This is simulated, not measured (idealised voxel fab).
Process module heading - voxel air gaps
The figure presents cross-section cut, which has a width of 270 nm and is divided into square cells with an edge length of 5 nm.
We lay out every cross-section as a grid of square cells and spell it out in bands from the top down, where one band means one or more rows of cells. Band: top height; bottom height; in nm. Then, left to right: material with width in nm, for each material. "throughout": a single material spanning edge to edge. "blank": empty space. Height is counted from the level 0, under which the received wafer is composed throughout of one material. The lowest of the bands is not closed at the bottom but continues downward, in the notation "top 0, no bottom". The expression "30->40" gives the width at the extremes of the band, the first number at its top row of cells and the second at its bottom row, with the width changing by equal amounts from each row to the next in between. For the purposes of this document, the phrase "everything unchanged" attached to a step denotes that no cell within the cross-section was modified by that step. Entry "Voids, fully enclosed". Content: empty spaces with no open connection to the top, size 8 cells or greater. Each: width x height at distance. Distance: from left edge. Unit: nm. Whatever follows a step's settings on its line is a remark the simulator itself makes about that step. The setting "overlay nm" may be written on the line of a step. When the step uses a mask, the value reports how far to the right of the planned place the mask lay, and a negative value reports that it lay to the left.
These are the steps we planned for the process:
1. RECEIVE [material Si]
2. CONFORMAL_DEP [material SiO2] [thk nm 15]
3. CONFORMAL_DEP [material SiN] [thk nm 5]
4. DIRECTIONAL_DEP [material lowk] [thk nm 30]
5. PATTERN [tone open] [mask id LINES] [material resist] [width nm 25] [pitch nm 50] [thk nm 15] [overlay nm 0]
6. DIRECTIONAL_ETCH [etch materials lowk] [depth nm 30]
7. STRIP [etch materials resist]
8. CONFORMAL_DEP [material TiN] [thk nm 5]
9. FILL_DEP [material Cu] [thk nm 10]
10. CMP [height nm 50]
11. EPI [material Ru] [thk nm 10]
12. SELECTIVE_ETCH [etch materials lowk] [depth nm 40]
13. CONFORMAL_DEP [material SiCN] [thk nm 5]
This is the cross-section of the wafer as we received it, i.e. after step 1:
  top 0, no bottom | Si throughout
  Voids, fully enclosed: none
First of two wafers: cross-section at end of module, run per plan:
  top 65, bottom 60 | blank=30, SiCN=205, blank=35
  top 60, bottom 50 | blank=30, SiCN=5, Ru=45, SiCN=5, Ru=45, SiCN=5, Ru=45, SiCN=5, Ru=45, SiCN=5, blank=35
  top 50, bottom 45 | blank=30, SiCN=15, TiN=5, Cu=15, TiN=5, SiCN=25, TiN=5, Cu=15, TiN=5, SiCN=25, TiN=5, Cu=15, TiN=5, SiCN=25, TiN=5, Cu=15, TiN=5, SiCN=15, blank=35
  top 45, bottom 25 | blank=40, SiCN=5, TiN=5, Cu=15, TiN=5, SiCN=5, blank=15, SiCN=5, TiN=5, Cu=15, TiN=5, SiCN=5, blank=15, SiCN=5, TiN=5, Cu=15, TiN=5, SiCN=5, blank=15, SiCN=5, TiN=5, Cu=15, TiN=5, SiCN=5, blank=45
  top 25, bottom 20 | SiCN=45, TiN=25, SiCN=25, TiN=25, SiCN=25, TiN=25, SiCN=25, TiN=25, SiCN=50
  top 20, bottom 15 | SiN throughout
  top 15, bottom 0 | SiO2 throughout
  top 0, no bottom | Si throughout
  Voids, fully enclosed: 15 x 20 at 75; 15 x 20 at 125; 15 x 20 at 175
Here is the second of the two wafers cut open at the end of the module - same start, same plan as the first one, but we made one mistake running it:
  top 65, bottom 60 | blank=25, SiCN=205, blank=40
  top 60, bottom 50 | blank=25, SiCN=5, Ru=45, SiCN=5, Ru=45, SiCN=5, Ru=45, SiCN=5, Ru=45, SiCN=5, blank=40
  top 50, bottom 45 | blank=25, SiCN=15, TiN=5, Cu=15, TiN=5, SiCN=25, TiN=5, Cu=15, TiN=5, SiCN=25, TiN=5, Cu=15, TiN=5, SiCN=25, TiN=5, Cu=15, TiN=5, SiCN=15, blank=40
  top 45, bottom 25 | blank=35, SiCN=5, TiN=5, Cu=15, TiN=5, SiCN=5, blank=15, SiCN=5, TiN=5, Cu=15, TiN=5, SiCN=5, blank=15, SiCN=5, TiN=5, Cu=15, TiN=5, SiCN=5, blank=15, SiCN=5, TiN=5, Cu=15, TiN=5, SiCN=5, blank=50
  top 25, bottom 20 | SiCN=40, TiN=25, SiCN=25, TiN=25, SiCN=25, TiN=25, SiCN=25, TiN=25, SiCN=55
  top 20, bottom 15 | SiN throughout
  top 15, bottom 0 | SiO2 throughout
  top 0, no bottom | Si throughout
  Voids, fully enclosed: 15 x 20 at 70; 15 x 20 at 120; 15 x 20 at 170
Which mistake was made when the wafer was run? step 5: run off-plan, actual operation and settings PATTERN [tone open] [mask id LINES] [material resist] [width nm 25] [pitch nm 50] [thk nm 15] [overlay nm -5]
End check, second vs first wafer: material counts in cells match, positions do not.
